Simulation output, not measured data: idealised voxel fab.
process module | voxel wiring stack
cross-section cut | 240 nm wide | cells 5 nm
A cross-section is a grid of square cells, given in bands from the top down. A band is one or more rows of cells.
Each band's line starts with the height of the band's top and of its bottom, in nm. Then come its materials from left to right, each with its width in nm. One material with "throughout" fills the band from edge to edge. "air" is empty space.
Height 0 is the level under which the wafer as received is all one material. The lowest band goes on downwards, as in "0 down".
A width such as "30 to 40" changes by the same amount from each row of cells to the next, from the band's top row to its bottom row.
"no change" after a step means that no cell of the cross-section changed.
closed voids: empty space of 8 cells or more with no open way to the top, each as width x height at its distance from the left edge, in nm
after a step's settings: what the simulator itself notes on the step
overlay nm, on a step with a mask: how far to the right of its planned place the mask lay; to the left if negative
plan
1 op RECEIVE | material Si
2 op CONFORMAL_DEP | material SiO2 | thk nm 10
3 op DIRECTIONAL_DEP | material TiN | thk nm 5
4 op DIRECTIONAL_DEP | material Ru | thk nm 15
5 op PATTERN | tone cover | mask id METAL_1 | material resist | width nm 25 | pitch nm 40 | thk nm 15 | overlay nm 0
6 op DIRECTIONAL_ETCH | etch materials Ru | depth nm 15
7 op DIRECTIONAL_ETCH | etch materials TiN | depth nm 5
8 op STRIP | etch materials resist
9 op CONFORMAL_DEP | material SiN | thk nm 5
10 op FILL_DEP | material SiO2 | thk nm 10
11 op CMP | height nm 30
12 op CONFORMAL_DEP | material SiCN | thk nm 5
13 op DIRECTIONAL_DEP | material SiO2 | thk nm 35
14 op MASKED_ETCH | tone open | mask id METAL_2 | width nm 25 | pitch nm 40 | etch materials SiO2 | depth nm 20 | overlay nm 0
15 op DIRECTIONAL_DEP | material aC | thk nm 15
16 op PATTERN | tone open | mask id METAL_2_HOLES | material resist | width nm 15 | pitch nm 40 | thk nm 30 | overlay nm 0
17 op DIRECTIONAL_ETCH | etch materials aC | depth nm 15
18 op STRIP | etch materials resist
19 op DIRECTIONAL_ETCH | etch materials SiO2 | depth nm 15
20 op DIRECTIONAL_ETCH | etch materials SiCN | depth nm 5
21 op STRIP | etch materials aC
22 op CONFORMAL_DEP | material TiN | thk nm 5
23 op FILL_DEP | material Cu | thk nm 10
24 op CMP | height nm 70
25 op CONFORMAL_DEP | material SiCN | thk nm 5
26 op DIRECTIONAL_DEP | material lowk | thk nm 20
27 op PATTERN | tone open | mask id PLUG_2 | material resist | width nm 15 | pitch nm 80 | thk nm 20 | overlay nm 0
28 op DIRECTIONAL_ETCH | etch materials lowk | depth nm 20
29 op DIRECTIONAL_ETCH | etch materials SiCN | depth nm 5
30 op STRIP | etch materials resist
31 op EPI | material Ru | thk nm 10
32 op EPI | material Ru | thk nm 10
33 op EPI | material Ru | thk nm 5
34 op DIRECTIONAL_DEP | material TiN | thk nm 5
35 op DIRECTIONAL_DEP | material W | thk nm 15
36 op PATTERN | tone cover | mask id METAL_3 | material resist | width nm 25 | pitch nm 40 | thk nm 20 | overlay nm 0
37 op DIRECTIONAL_ETCH | etch materials W | depth nm 15
38 op DIRECTIONAL_ETCH | etch materials TiN | depth nm 5
39 op STRIP | etch materials resist
40 op CONFORMAL_DEP | material SiCN | thk nm 5
41 op FILL_DEP | material SiO2 | thk nm 10
42 op CMP | height nm 115
43 op CONFORMAL_DEP | material SiCN | thk nm 5
as received, after step 1
  0 down: Si throughout
  closed voids: none
a wafer at the end: this start, this plan, one mistake
  120 to 115: SiCN throughout
  115 to 110: SiO2 40 | SiCN 5 | W 25 | SiCN 5 | SiO2 5 | SiCN 5 | W 25 | SiCN 5 | SiO2 5 | SiCN 5 | W 25 | SiCN 5 | SiO2 5 | SiCN 5 | W 25 | SiCN 5 | SiO2 45
  110 to 105: SiCN 45 | W 25 | SiCN 15 | W 25 | SiCN 15 | W 25 | SiCN 15 | W 25 | SiCN 50
  105 to 100: Ru 50 | W 5 | Ru 75 | W 5 | Ru 105
  100 to 95: TiN 45 | Ru 15 | TiN 65 | Ru 15 | TiN 100
  95 to 90: lowk 45 | TiN 15 | lowk 65 | TiN 15 | lowk 100
  90 to 75: lowk 45 | Ru 15 | lowk 65 | Ru 15 | lowk 100
  75 to 70: SiCN 45 | Ru 15 | SiCN 65 | Ru 15 | SiCN 100
  70 to 55: SiO2 45 | TiN 5 | Cu 15 | TiN 5 | SiO2 15 | TiN 5 | Cu 15 | TiN 5 | SiO2 15 | TiN 5 | Cu 15 | TiN 5 | SiO2 15 | TiN 5 | Cu 15 | TiN 5 | SiO2 50
  55 to 50: SiO2 45 | TiN 5 | Cu 5 | TiN 15 | SiO2 15 | TiN 5 | Cu 5 | TiN 15 | SiO2 15 | TiN 5 | Cu 5 | TiN 15 | SiO2 15 | TiN 5 | Cu 5 | TiN 15 | SiO2 50
  50 to 35: SiO2 45 | TiN 5 | Cu 5 | TiN 5 | SiO2 25 | TiN 5 | Cu 5 | TiN 5 | SiO2 25 | TiN 5 | Cu 5 | TiN 5 | SiO2 25 | TiN 5 | Cu 5 | TiN 5 | SiO2 60
  35 to 30: SiCN 45 | TiN 15 | SiCN 25 | TiN 15 | SiCN 25 | TiN 15 | SiCN 25 | TiN 15 | SiCN 60
  30 to 15: SiO2 40 | SiN 5 | Ru 25 | SiN 5 | SiO2 5 | SiN 5 | Ru 25 | SiN 5 | SiO2 5 | SiN 5 | Ru 25 | SiN 5 | SiO2 5 | SiN 5 | Ru 25 | SiN 5 | SiO2 45
  15 to 10: SiN 45 | TiN 25 | SiN 15 | TiN 25 | SiN 15 | TiN 25 | SiN 15 | TiN 25 | SiN 50
  10 to 0: SiO2 throughout
  0 down: Si throughout
  closed voids: none
what went wrong: steps 33 and 34 were swapped
